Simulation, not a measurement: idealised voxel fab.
Process module in this document: voxel capacitor over wiring
The width of the displayed cross-section, cut, is 155 nm; its cells are square, with a size of 5 nm.
Heads up, the way a cross-section reads in here is a grid of square cells, handed over as bands from the top down, with every band being one or more rows of cells. What a band's entry tells you: where the top is and where the bottom is, as heights in nm, and after that what lies inside, material by material from left to right, each with its width in nm. Empty space is written as the word "air", and a single material marked with the word "full width" occupies the band from edge to edge. Height is counted from the level 0, under which the received wafer is composed throughout of one material. The lowest of the bands is not closed at the bottom but continues downward, in the notation "from 0 down". With a width like "30..40", each row of cells in the band differs from the next by the same amount, the top row carrying the first number and the bottom row the second. When a step is marked "all unchanged", none of the cells in the cross-section changed during that step. "Closed void catalog" - sealed voids, min. 8 cells, no opening to top; format: width x height at distance (distance from left edge; nm throughout). It should be noted that, on the line of a given step, the content following the step's settings is a remark produced by the simulator itself with respect to that step. overlay nm: where the mask lay relative to plan, measured to the right, on steps with a mask; negatives go left.

[List of planned process steps]
step 1: RECEIVE with material Si
step 2: CONFORMAL_DEP with material SiO2, thk nm 10
step 3: CONFORMAL_DEP with material SiCN, thk nm 5
step 4: DIRECTIONAL_DEP with material SiO2, thk nm 20
step 5: DIRECTIONAL_DEP with material aC, thk nm 15
step 6: PATTERN with tone open, mask id METAL_1, material resist, width nm 30, pitch nm 90, thk nm 35, overlay nm 0
step 7: DIRECTIONAL_ETCH with etch materials aC, depth nm 15
step 8: STRIP with etch materials resist
step 9: DIRECTIONAL_ETCH with etch materials SiO2, depth nm 20
step 10: DIRECTIONAL_ETCH with etch materials SiCN, depth nm 5
step 11: STRIP with etch materials aC
step 12: CONFORMAL_DEP with material TiN, thk nm 5
step 13: FILL_DEP with material Ru, thk nm 10
step 14: CMP with height nm 35
step 15: CONFORMAL_DEP with material SiCN, thk nm 5
step 16: DIRECTIONAL_DEP with material SiO2, thk nm 20
step 17: PATTERN with tone open, mask id PLUG_1, material resist, width nm 15, thk nm 20, overlay nm 0
step 18: DIRECTIONAL_ETCH with etch materials SiO2, depth nm 20
step 19: DIRECTIONAL_ETCH with etch materials SiCN, depth nm 5
step 20: STRIP with etch materials resist
step 21: EPI with material Ru, thk nm 10
step 22: EPI with material Ru, thk nm 10
step 23: EPI with material Ru, thk nm 5
step 24: DIRECTIONAL_DEP with material TiN, thk nm 10
step 25: DIRECTIONAL_DEP with material Al2O3, thk nm 5
step 26: DIRECTIONAL_DEP with material TiN, thk nm 10
step 27: DIRECTIONAL_DEP with material aC, thk nm 15
step 28: PATTERN with tone cover, mask id UPPER_PLATE, material resist, width nm 65, thk nm 30, overlay nm 0
step 29: DIRECTIONAL_ETCH with etch materials aC, depth nm 15
step 30: STRIP with etch materials resist
step 31: DIRECTIONAL_ETCH with etch materials TiN, depth nm 10
step 32: DIRECTIONAL_ETCH with etch materials Al2O3, depth nm 5
step 33: STRIP with etch materials aC
step 34: DIRECTIONAL_DEP with material aC, thk nm 10
step 35: PATTERN with tone cover, mask id LOWER_PLATE, material resist, width nm 75, thk nm 30, overlay nm 0
step 36: DIRECTIONAL_ETCH with etch materials aC, depth nm 10
step 37: STRIP with etch materials resist
step 38: DIRECTIONAL_ETCH with etch materials TiN, depth nm 10
step 39: STRIP with etch materials aC
step 40: FILL_DEP with material SiO2, thk nm 15
step 41: CMP with height nm 95
step 42: DIRECTIONAL_DEP with material aC, thk nm 15
step 43: PATTERN with tone open, mask id PLUG_2, material resist, width nm 15, thk nm 35, overlay nm 0
step 44: DIRECTIONAL_ETCH with etch materials aC, depth nm 15
step 45: STRIP with etch materials resist
step 46: DIRECTIONAL_ETCH with etch materials SiO2, depth nm 10
step 47: STRIP with etch materials aC
step 48: CONFORMAL_DEP with material TiN, thk nm 5
step 49: FILL_DEP with material Ru, thk nm 10
step 50: CMP with height nm 95
step 51: CONFORMAL_DEP with material SiN, thk nm 5

[First of two wafers, processed according to plan]

[Here's what the wafer looked like in cross-section when it arrived - that's after step 1]
> from 0 down: Si full width
> Closed void catalog: none

[after step 2]
> from 10 to 0: SiO2 full width
> Rest of section, below 0: as before.

[after step 3]
> from 15 to 10: SiCN full width
> Rest of section, below 10: as before.

[after step 4]
> from 35 to 15: SiO2 full width
> Rest of section, below 15: as before.

[after step 5]
> from 50 to 35: aC full width
> Rest of section, below 35: as before.

[after step 6]
> from 85 to 50: resist (15), air (30), resist (60), air (30), resist (20)
> Rest of section, below 50: as before.

[after step 7]
> from 70 to 50: resist (15), air (30), resist (60), air (30), resist (20)
> from 50 to 35: aC (15), air (30), aC (60), air (30), aC (20)
> Rest of section, below 35: as before.

[after step 8]
> from 50 to 35: aC (15), air (30), aC (60), air (30), aC (20)
> Rest of section, below 35: as before.

[after step 9]
> from 50 to 35: aC (15), air (30), aC (60), air (30), aC (20)
> from 35 to 15: SiO2 (15), air (30), SiO2 (60), air (30), SiO2 (20)
> Rest of section, below 15: as before.

[after step 10]
> from 50 to 35: aC (15), air (30), aC (60), air (30), aC (20)
> from 35 to 15: SiO2 (15), air (30), SiO2 (60), air (30), SiO2 (20)
> from 15 to 10: SiCN (15), air (30), SiCN (60), air (30), SiCN (20)
> Rest of section, below 10: as before.

[after step 11]
> from 35 to 15: SiO2 (15), air (30), SiO2 (60), air (30), SiO2 (20)
> Rest of section, below 15: as before.

[after step 12]
> from 40 to 35: TiN (20), air (20), TiN (70), air (20), TiN (25)
> from 35 to 15: SiO2 (15), TiN (5), air (20), TiN (5), SiO2 (60), TiN (5), air (20), TiN (5), SiO2 (20)
> from 15 to 10: SiCN (15), TiN (30), SiCN (60), TiN (30), SiCN (20)
> Rest of section, below 10: as before.

[after step 13]
> from 50 to 40: Ru full width
> from 40 to 35: TiN (20), Ru (20), TiN (70), Ru (20), TiN (25)
> from 35 to 15: SiO2 (15), TiN (5), Ru (20), TiN (5), SiO2 (60), TiN (5), Ru (20), TiN (5), SiO2 (20)
> Rest of section, below 15: as before.

[after step 14]
> from 35 to 15: SiO2 (15), TiN (5), Ru (20), TiN (5), SiO2 (60), TiN (5), Ru (20), TiN (5), SiO2 (20)
> Rest of section, below 15: as before.

[after step 15]
> from 40 to 35: SiCN full width
> Rest of section, below 35: as before.

[after step 16]
> from 60 to 40: SiO2 full width
> Rest of section, below 40: as before.

[after step 17]
> from 80 to 60: resist (30), air (15), resist (110)
> Rest of section, below 60: as before.

[after step 18]
> from 80 to 60: resist (30), air (15), resist (110)
> from 60 to 40: SiO2 (30), air (15), SiO2 (110)
> Rest of section, below 40: as before.

[after step 19]
> from 80 to 60: resist (30), air (15), resist (110)
> from 60 to 40: SiO2 (30), air (15), SiO2 (110)
> from 40 to 35: SiCN (30), air (15), SiCN (110)
> Rest of section, below 35: as before.

[after step 20]
> from 60 to 40: SiO2 (30), air (15), SiO2 (110)
> Rest of section, below 40: as before.

[after step 21]
> from 60 to 45: SiO2 (30), air (15), SiO2 (110)
> from 45 to 40: SiO2 (30), Ru (15), SiO2 (110)
> from 40 to 35: SiCN (30), Ru (15), SiCN (110)
> Rest of section, below 35: as before.

[after step 22]
> from 60 to 55: SiO2 (30), air (15), SiO2 (110)
> from 55 to 40: SiO2 (30), Ru (15), SiO2 (110)
> Rest of section, below 40: as before.

[after step 23]
> from 60 to 40: SiO2 (30), Ru (15), SiO2 (110)
> Rest of section, below 40: as before.

[after step 24]
> from 70 to 60: TiN full width
> Rest of section, below 60: as before.

[after step 25]
> from 75 to 70: Al2O3 full width
> Rest of section, below 70: as before.

[after step 26]
> from 85 to 75: TiN full width
> Rest of section, below 75: as before.

[after step 27]
> from 100 to 85: aC full width
> Rest of section, below 85: as before.

[after step 28]
> from 130 to 100: air (30), resist (65), air (60)
> Rest of section, below 100: as before.

[after step 29]
> from 115 to 100: air (30), resist (65), air (60)
> from 100 to 85: air (30), aC (65), air (60)
> Rest of section, below 85: as before.

[after step 30]
> from 100 to 85: air (30), aC (65), air (60)
> Rest of section, below 85: as before.

[after step 31]
> from 100 to 85: air (30), aC (65), air (60)
> from 85 to 75: air (30), TiN (65), air (60)
> Rest of section, below 75: as before.

[after step 32]
> from 100 to 85: air (30), aC (65), air (60)
> from 85 to 75: air (30), TiN (65), air (60)
> from 75 to 70: air (30), Al2O3 (65), air (60)
> Rest of section, below 70: as before.

[after step 33]
> from 85 to 75: air (30), TiN (65), air (60)
> Rest of section, below 75: as before.

[after step 34]
> from 95 to 85: air (30), aC (65), air (60)
> from 85 to 80: air (30), TiN (65), air (60)
> from 80 to 75: aC (30), TiN (65), aC (60)
> from 75 to 70: aC (30), Al2O3 (65), aC (60)
> Rest of section, below 70: as before.

[after step 35]
> from 125 to 95: air (25), resist (75), air (55)
> from 95 to 85: air (25), resist (5), aC (65), resist (5), air (55)
> from 85 to 80: air (25), resist (5), TiN (65), resist (5), air (55)
> Rest of section, below 80: as before.

[after step 36]
> from 115 to 95: air (25), resist (75), air (55)
> from 95 to 85: air (25), resist (5), aC (65), resist (5), air (55)
> from 85 to 80: air (25), resist (5), TiN (65), resist (5), air (55)
> from 80 to 75: air (25), aC (5), TiN (65), aC (5), air (55)
> from 75 to 70: air (25), aC (5), Al2O3 (65), aC (5), air (55)
> Rest of section, below 70: as before.

[after step 37]
> from 95 to 85: air (30), aC (65), air (60)
> from 85 to 80: air (30), TiN (65), air (60)
> Rest of section, below 80: as before.

[after step 38]
> from 95 to 85: air (30), aC (65), air (60)
> from 85 to 80: air (30), TiN (65), air (60)
> from 80 to 75: air (25), aC (5), TiN (65), aC (5), air (55)
> from 75 to 70: air (25), aC (5), Al2O3 (65), aC (5), air (55)
> from 70 to 60: air (25), TiN (75), air (55)
> Rest of section, below 60: as before.

[after step 39]
> from 85 to 75: air (30), TiN (65), air (60)
> from 75 to 70: air (30), Al2O3 (65), air (60)
> Rest of section, below 70: as before.

[after step 40]
> from 100 to 85: SiO2 full width
> from 85 to 75: SiO2 (30), TiN (65), SiO2 (60)
> from 75 to 70: SiO2 (30), Al2O3 (65), SiO2 (60)
> from 70 to 60: SiO2 (25), TiN (75), SiO2 (55)
> Rest of section, below 60: as before.

[after step 41]
> from 95 to 85: SiO2 full width
> Rest of section, below 85: as before.

[after step 42]
> from 110 to 95: aC full width
> Rest of section, below 95: as before.

[after step 43]
> from 145 to 110: resist (40), air (15), resist (100)
> Rest of section, below 110: as before.

[after step 44]
> from 130 to 110: resist (40), air (15), resist (100)
> from 110 to 95: aC (40), air (15), aC (100)
> Rest of section, below 95: as before.

[after step 45]
> from 110 to 95: aC (40), air (15), aC (100)
> Rest of section, below 95: as before.

[after step 46]
> from 110 to 95: aC (40), air (15), aC (100)
> from 95 to 85: SiO2 (40), air (15), SiO2 (100)
> Rest of section, below 85: as before.

[after step 47]
> from 95 to 85: SiO2 (40), air (15), SiO2 (100)
> Rest of section, below 85: as before.

[after step 48]
> from 100 to 95: TiN (45), air (5), TiN (105)
> from 95 to 90: SiO2 (40), TiN (5), air (5), TiN (5), SiO2 (100)
> from 90 to 85: SiO2 (40), TiN (15), SiO2 (100)
> Rest of section, below 85: as before.

[after step 49]
> from 110 to 100: Ru full width
> from 100 to 95: TiN (45), Ru (5), TiN (105)
> from 95 to 90: SiO2 (40), TiN (5), Ru (5), TiN (5), SiO2 (100)
> Rest of section, below 90: as before.

[after step 50]
> from 95 to 90: SiO2 (40), TiN (5), Ru (5), TiN (5), SiO2 (100)
> Rest of section, below 90: as before.

[after step 51]
> from 100 to 95: SiN full width
> Rest of section, below 95: as before.

[Okay, second wafer. Nothing different at the start, nothing different in the plan, just one mistake somewhere in the running. As far as step 20, counting that step, it's the first wafer all over again]

[Cross-section of the second wafer corresponding to the planned conclusion of step 22]
> from 65 to 60: air (25), Ru (25), air (105)
> from 60 to 40: SiO2 (30), Ru (15), SiO2 (110)
> from 40 to 35: SiCN (30), Ru (15), SiCN (110)
> Rest of section, below 35: as before.

[Cross-section of the second wafer corresponding to the planned conclusion of step 23]
> from 70 to 60: air (20), Ru (35), air (100)
> Rest of section, below 60: as before.

[Cross-section of the second wafer corresponding to the planned conclusion of step 24]
> from 80 to 70: air (20), TiN (35), air (100)
> from 70 to 60: TiN (20), Ru (35), TiN (100)
> Rest of section, below 60: as before.

[Cross-section of the second wafer corresponding to the planned conclusion of step 25]
> from 85 to 80: air (20), Al2O3 (35), air (100)
> from 80 to 75: air (20), TiN (35), air (100)
> from 75 to 70: Al2O3 (20), TiN (35), Al2O3 (100)
> Rest of section, below 70: as before.

[Cross-section of the second wafer corresponding to the planned conclusion of step 26]
> from 95 to 85: air (20), TiN (35), air (100)
> from 85 to 80: TiN (20), Al2O3 (35), TiN (100)
> from 80 to 75: TiN full width
> Rest of section, below 75: as before.

[Cross-section of the second wafer corresponding to the planned conclusion of step 27]
> from 110 to 100: air (20), aC (35), air (100)
> from 100 to 95: aC full width
> from 95 to 85: aC (20), TiN (35), aC (100)
> Rest of section, below 85: as before.

[Cross-section of the second wafer corresponding to the planned conclusion of step 28]
> from 140 to 110: air (30), resist (65), air (60)
> from 110 to 100: air (20), aC (35), resist (40), air (60)
> Rest of section, below 100: as before.

[Cross-section of the second wafer corresponding to the planned conclusion of step 29]
> from 125 to 110: air (30), resist (65), air (60)
> from 110 to 100: air (30), aC (25), resist (40), air (60)
> from 100 to 95: air (30), aC (65), air (60)
> from 95 to 85: air (20), TiN (35), aC (40), air (60)
> Rest of section, below 85: as before.

[Cross-section of the second wafer corresponding to the planned conclusion of step 30]
> from 110 to 100: air (30), aC (25), air (100)
> Rest of section, below 100: as before.

[Cross-section of the second wafer corresponding to the planned conclusion of step 31]
> from 110 to 100: air (30), aC (25), air (100)
> from 100 to 95: air (30), aC (65), air (60)
> from 95 to 85: air (30), TiN (25), aC (40), air (60)
> from 85 to 80: air (20), Al2O3 (35), TiN (40), air (60)
> from 80 to 75: air (20), TiN (75), air (60)
> Rest of section, below 75: as before.

[Cross-section of the second wafer corresponding to the planned conclusion of step 32]
> from 110 to 100: air (30), aC (25), air (100)
> from 100 to 95: air (30), aC (65), air (60)
> from 95 to 85: air (30), TiN (25), aC (40), air (60)
> from 85 to 80: air (30), Al2O3 (25), TiN (40), air (60)
> from 80 to 75: air (20), TiN (75), air (60)
> from 75 to 70: air (20), TiN (35), Al2O3 (40), air (60)
> Rest of section, below 70: as before.

[Cross-section of the second wafer corresponding to the planned conclusion of step 33]
> from 95 to 85: air (30), TiN (25), air (100)
> Rest of section, below 85: as before.

[Cross-section of the second wafer corresponding to the planned conclusion of step 34]
> from 105 to 95: air (30), aC (25), air (100)
> from 95 to 90: air (30), TiN (25), aC (40), air (60)
> from 90 to 85: air (20), aC (10), TiN (25), aC (40), air (60)
> from 85 to 80: air (20), aC (10), Al2O3 (25), TiN (40), air (60)
> from 80 to 75: aC (20), TiN (75), aC (60)
> from 75 to 70: aC (20), TiN (35), Al2O3 (40), aC (60)
> Rest of section, below 70: as before.

[Cross-section of the second wafer corresponding to the planned conclusion of step 35]
> from 135 to 105: air (25), resist (75), air (55)
> from 105 to 95: air (25), resist (5), aC (25), resist (45), air (55)
> from 95 to 90: air (25), resist (5), TiN (25), aC (40), resist (5), air (55)
> from 90 to 85: air (20), aC (10), TiN (25), aC (40), resist (5), air (55)
> from 85 to 80: air (20), aC (10), Al2O3 (25), TiN (40), resist (5), air (55)
> Rest of section, below 80: as before.

[Cross-section of the second wafer corresponding to the planned conclusion of step 36]
> from 125 to 105: air (25), resist (75), air (55)
> from 105 to 95: air (25), resist (5), aC (25), resist (45), air (55)
> from 95 to 90: air (25), resist (5), TiN (25), aC (40), resist (5), air (55)
> from 90 to 85: air (25), aC (5), TiN (25), aC (40), resist (5), air (55)
> from 85 to 80: air (25), aC (5), Al2O3 (25), TiN (40), resist (5), air (55)
> from 80 to 75: air (20), TiN (75), aC (5), air (55)
> from 75 to 70: air (20), TiN (35), Al2O3 (40), aC (5), air (55)
> Rest of section, below 70: as before.

[Cross-section of the second wafer corresponding to the planned conclusion of step 37]
> from 105 to 95: air (30), aC (25), air (100)
> from 95 to 90: air (30), TiN (25), aC (40), air (60)
> from 90 to 85: air (25), aC (5), TiN (25), aC (40), air (60)
> from 85 to 80: air (25), aC (5), Al2O3 (25), TiN (40), air (60)
> Rest of section, below 80: as before.

[Cross-section of the second wafer corresponding to the planned conclusion of step 38]
> from 105 to 95: air (30), aC (25), air (100)
> from 95 to 90: air (30), TiN (25), aC (40), air (60)
> from 90 to 85: air (25), aC (5), TiN (25), aC (40), air (60)
> from 85 to 80: air (25), aC (5), Al2O3 (25), TiN (40), air (60)
> from 80 to 75: air (25), TiN (70), aC (5), air (55)
> from 75 to 70: air (25), TiN (30), Al2O3 (40), aC (5), air (55)
> from 70 to 60: air (20), Ru (35), TiN (45), air (55)
> Rest of section, below 60: as before.

[Cross-section of the second wafer corresponding to the planned conclusion of step 39]
> from 95 to 85: air (30), TiN (25), air (100)
> from 85 to 80: air (30), Al2O3 (25), TiN (40), air (60)
> from 80 to 75: air (25), TiN (70), air (60)
> from 75 to 70: air (25), TiN (30), Al2O3 (40), air (60)
> Rest of section, below 70: as before.

[Cross-section of the second wafer corresponding to the planned conclusion of step 40]
> from 110 to 95: SiO2 full width
> from 95 to 85: SiO2 (30), TiN (25), SiO2 (100)
> from 85 to 80: SiO2 (30), Al2O3 (25), TiN (40), SiO2 (60)
> from 80 to 75: SiO2 (25), TiN (70), SiO2 (60)
> from 75 to 70: SiO2 (25), TiN (30), Al2O3 (40), SiO2 (60)
> from 70 to 60: SiO2 (20), Ru (35), TiN (45), SiO2 (55)
> Rest of section, below 60: as before.

[Cross-section of the second wafer corresponding to the planned conclusion of step 41]
> from 95 to 85: SiO2 (30), TiN (25), SiO2 (100)
> Rest of section, below 85: as before.

[Cross-section of the second wafer corresponding to the planned conclusion of step 42]
> from 110 to 95: aC full width
> Rest of section, below 95: as before.

[Cross-section of the second wafer corresponding to the planned conclusion of step 43]
> from 145 to 110: resist (40), air (15), resist (100)
> Rest of section, below 110: as before.

[Cross-section of the second wafer corresponding to the planned conclusion of step 44]
> from 130 to 110: resist (40), air (15), resist (100)
> from 110 to 95: aC (40), air (15), aC (100)
> Rest of section, below 95: as before.

[Cross-section of the second wafer corresponding to the planned conclusion of step 45]
> from 110 to 95: aC (40), air (15), aC (100)
> Rest of section, below 95: as before.

Cross-section of the second wafer corresponding to the planned conclusion of step 46: all unchanged

[Cross-section of the second wafer corresponding to the planned conclusion of step 47]
> from 95 to 85: SiO2 (30), TiN (25), SiO2 (100)
> Rest of section, below 85: as before.

[Cross-section of the second wafer corresponding to the planned conclusion of step 48]
> from 100 to 95: TiN full width
> Rest of section, below 95: as before.

[Cross-section of the second wafer corresponding to the planned conclusion of step 49]
> from 110 to 100: Ru full width
> Rest of section, below 100: as before.

[Cross-section of the second wafer corresponding to the planned conclusion of step 50]
> from 95 to 85: SiO2 (30), TiN (25), SiO2 (100)
> Rest of section, below 85: as before.

[Cross-section of the second wafer corresponding to the planned conclusion of step 51]
> from 100 to 95: SiN full width
> Rest of section, below 95: as before.
It is concluded that the wafer was processed incorrectly with respect to the plan, in that one of 21 and 22 ran twice, no way to know which since they are all identical
End check, counted in cells, second wafer has more or fewer of these materials than the first: Ru +13, SiO2 -8, TiN -5
